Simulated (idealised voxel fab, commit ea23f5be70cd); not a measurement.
process module | voxel wiring stack
cross-section cut | 220 nm wide | cells 5 nm
A cross-section is a grid of square cells, given in bands from the top down. A band is one or more rows of cells.
Each band's line starts with the height of the band's top and of its bottom, in nm. Then come its materials from left to right, each with its width in nm. One material with "throughout" fills the band from edge to edge. "air" is empty space.
Height 0 is the level under which the wafer as received is all one material. The lowest band goes on downwards, as in "0 down".
A width such as "30 to 40" changes by the same amount from each row of cells to the next, from the band's top row to its bottom row.
"no change" after a step means that no cell of the cross-section changed.
closed voids: empty space of 8 cells or more with no open way to the top, each as width x height at its distance from the left edge, in nm
after a step's settings: what the simulator itself notes on the step
overlay nm, on a step with a mask: how far to the right of its planned place the mask lay; to the left if negative
plan
1 op RECEIVE | material Si
2 op CONFORMAL_DEP | material SiO2 | thk nm 10
3 op CONFORMAL_DEP | material SiN | thk nm 5
4 op DIRECTIONAL_DEP | material lowk | thk nm 15
5 op MASKED_ETCH | tone open | mask id METAL_1 | width nm 20 | pitch nm 50 | etch materials lowk | depth nm 15 | overlay nm 0
6 op MASKED_ETCH | tone open | mask id METAL_1 | width nm 20 | pitch nm 50 | etch materials SiN | depth nm 5 | overlay nm 0
7 op CONFORMAL_DEP | material TiN | thk nm 5
8 op FILL_DEP | material Cu | thk nm 5
9 op CMP | height nm 30
10 op CONFORMAL_DEP | material SiCN | thk nm 5
11 op DIRECTIONAL_DEP | material SiO2 | thk nm 10
12 op MASKED_ETCH | tone open | mask id PLUG_1 | width nm 15 | pitch nm 50 | etch materials SiO2 | depth nm 10 | overlay nm 0
13 op MASKED_ETCH | tone open | mask id PLUG_1 | width nm 15 | pitch nm 50 | etch materials SiCN | depth nm 5 | overlay nm 0
14 op EPI | material Ru | thk nm 10
15 op EPI | material Ru | thk nm 5
16 op DIRECTIONAL_DEP | material TiN | thk nm 5
17 op DIRECTIONAL_DEP | material Ru | thk nm 20
18 op DIRECTIONAL_DEP | material aC | thk nm 15
19 op PATTERN | tone cover | mask id METAL_2 | material resist | width nm 20 | pitch nm 50 | thk nm 30 | overlay nm 0
20 op DIRECTIONAL_ETCH | etch materials aC | depth nm 15
21 op STRIP | etch materials resist
22 op DIRECTIONAL_ETCH | etch materials Ru | depth nm 20
23 op DIRECTIONAL_ETCH | etch materials TiN | depth nm 5
24 op STRIP | etch materials aC
25 op CONFORMAL_DEP | material SiN | thk nm 5
26 op FILL_DEP | material lowk | thk nm 10
27 op CMP | height nm 70
28 op CONFORMAL_DEP | material SiCN | thk nm 5
29 op DIRECTIONAL_DEP | material SiO2 | thk nm 10
30 op PATTERN | tone open | mask id PLUG_2 | material resist | width nm 15 | pitch nm 50 | thk nm 15 | overlay nm 0
31 op DIRECTIONAL_ETCH | etch materials SiO2 | depth nm 10
32 op DIRECTIONAL_ETCH | etch materials SiCN | depth nm 5
33 op STRIP | etch materials resist
34 op EPI | material Ru | thk nm 10
35 op EPI | material Ru | thk nm 5
36 op CONFORMAL_DEP | material SiN | thk nm 5
37 op DIRECTIONAL_DEP | material SiO2 | thk nm 25
38 op PATTERN | tone open | mask id METAL_3 | material resist | width nm 20 | pitch nm 50 | thk nm 15 | overlay nm 0
39 op DIRECTIONAL_ETCH | etch materials SiO2 | depth nm 25
40 op DIRECTIONAL_ETCH | etch materials SiN | depth nm 5
41 op STRIP | etch materials resist
42 op CONFORMAL_DEP | material TiN | thk nm 5
43 op FILL_DEP | material Ru | thk nm 5
44 op CMP | height nm 115
45 op CONFORMAL_DEP | material SiCN | thk nm 5
as received, after step 1
  0 down: Si throughout
  closed voids: none
first wafer at the end, as planned
  120 to 115: SiCN throughout
  115 to 90: SiO2 75 | TiN 5 | Ru 10 | TiN 5 | SiO2 30 | TiN 5 | Ru 10 | TiN 5 | SiO2 75
  90 to 85: SiN 75 | TiN 20 | SiN 30 | TiN 20 | SiN 75
  85 to 75: SiO2 75 | Ru 15 | SiO2 35 | Ru 15 | SiO2 80
  75 to 70: SiCN 75 | Ru 15 | SiCN 35 | Ru 15 | SiCN 80
  70 to 50: lowk 70 | SiN 5 | Ru 20 | SiN 5 | lowk 20 | SiN 5 | Ru 20 | SiN 5 | lowk 70
  50 to 45: SiN 75 | TiN 20 | SiN 30 | TiN 20 | SiN 75
  45 to 35: SiO2 75 | Ru 15 | SiO2 35 | Ru 15 | SiO2 80
  35 to 30: SiCN 75 | Ru 15 | SiCN 35 | Ru 15 | SiCN 80
  30 to 15: lowk 75 | TiN 5 | Cu 10 | TiN 5 | lowk 30 | TiN 5 | Cu 10 | TiN 5 | lowk 75
  15 to 10: SiN 75 | TiN 20 | SiN 30 | TiN 20 | SiN 75
  10 to 0: SiO2 throughout
  0 down: Si throughout
  closed voids: none
second wafer at the end: like start, like plan, one mistake
  120 to 115: SiCN throughout
  115 to 90: SiO2 75 | TiN 5 | Ru 10 | TiN 5 | SiO2 30 | TiN 5 | Ru 10 | TiN 5 | SiO2 75
  90 to 85: SiN 75 | TiN 20 | SiN 30 | TiN 20 | SiN 75
  85 to 75: SiO2 75 | Ru 15 | SiO2 35 | Ru 15 | SiO2 80
  75 to 70: SiCN 75 | Ru 15 | SiCN 35 | Ru 15 | SiCN 80
  70 to 50: lowk 70 | SiN 5 | Ru 20 | SiN 5 | lowk 20 | SiN 5 | Ru 20 | SiN 5 | lowk 70
  50 to 45: SiN 75 | TiN 20 | SiN 30 | TiN 20 | SiN 75
  45 to 35: SiO2 75 | Ru 15 | SiO2 35 | Ru 15 | SiO2 80
  35 to 30: SiCN 75 | Ru 15 | SiCN 35 | Ru 15 | SiCN 80
  30 to 20: lowk 75 | TiN 5 | Cu 10 | TiN 5 | lowk 30 | TiN 5 | Cu 10 | TiN 5 | lowk 75
  20 to 15: lowk 75 | TiN 20 | lowk 30 | TiN 20 | lowk 75
  15 to 5: SiO2 throughout
  5 to 0: SiN throughout
  0 down: Si throughout
  closed voids: none
what went wrong: steps 2 and 3 were swapped
at the end the second wafer has, in cells: 4 fewer of Cu | 8 more of SiN | 4 fewer of TiN
